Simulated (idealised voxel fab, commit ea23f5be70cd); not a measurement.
The name of this process module is voxel lift off.
Section cut is 165 nm wide and gridded with 5 nm square cells.
When this document writes out a cross-section, it uses a grid of square cells and lists it as bands, beginning at the top and moving down, with a band standing for one or more rows of cells. Read a band's entry like this: the first values are the height of its top and the height of its bottom in nm, and what follows is the sequence of materials from left to right, each with its width in nm. Note that "blank" is empty space, and that a single material marked "throughout" reaches across the band from edge to edge. The reference from which all heights are counted is 0, the level beneath which the as-received wafer is entirely one material; the lowest band, having no lower bound, proceeds downward and is written after the example "z 0 and below". Note: "30->40" means the width goes from the first number (top row of the band) to the second number (bottom row) in equal steps per row of cells. When a step is marked "nothing different", none of the cells in the cross-section changed during that step. "Enclosed cavity list" contains a list of empty spaces, each no smaller than 8 cells and without an open way to the top, written in the form width x height at distance with the distance from the left edge and all three in nm. Heads up: the bit after the settings on a step's line is the simulator's remark on that step. overlay nm: how far to the right of its planned place the mask lay on this masked step (negative: to the left).

-- Steps in the process plan
1: RECEIVE,material Si
2: CONFORMAL_DEP,material Al2O3,thk nm 5
3: PATTERN,tone open,mask id LINES,material resist,width nm 15,pitch nm 45,thk nm 20,overlay nm 0
4: DIRECTIONAL_DEP,material Ru,thk nm 5
5: STRIP,etch materials resist
6: CONFORMAL_DEP,material SiCN,thk nm 5
Variable across wafers: step 3 width nm (plan value is that of the first wafer; starting state common to all).

-- Cross-section of the first of several wafers as received (after step 1)
	z 0 and below | Si throughout
	Enclosed cavity list: none

-- first wafer at the end, after step 6
	z 15 to 10 | blank: 45, SiCN: 25, blank: 20, SiCN: 25, blank: 50
	z 10 to 5 | SiCN: 50, Ru: 15, SiCN: 30, Ru: 15, SiCN: 55
	z 5 to 0 | Al2O3 throughout
	z 0 and below | Si throughout
	Enclosed cavity list: none

-- Cross-sectional view of the final wafer of several at the module's end
	z 15 to 10 | blank: 40, SiCN: 40, blank: 5, SiCN: 40, blank: 40
	z 10 to 5 | SiCN: 45, Ru: 30, SiCN: 15, Ru: 30, SiCN: 45
	z 5 to 0 | Al2O3 throughout
	z 0 and below | Si throughout
	Enclosed cavity list: none

-- Per wafer (row), end of module: delta in cells per material since receipt, (+) for gained, (-) for lost; closed voids after that
width nm 15; +33 Al2O3; +6 Ru; +37 SiCN; Enclosed cavity list: none
width nm 20; +33 Al2O3; +8 Ru; +37 SiCN; Enclosed cavity list: none
width nm 25; +33 Al2O3; +10 Ru; +37 SiCN; Enclosed cavity list: none
width nm 30; +33 Al2O3; +12 Ru; +37 SiCN; Enclosed cavity list: none
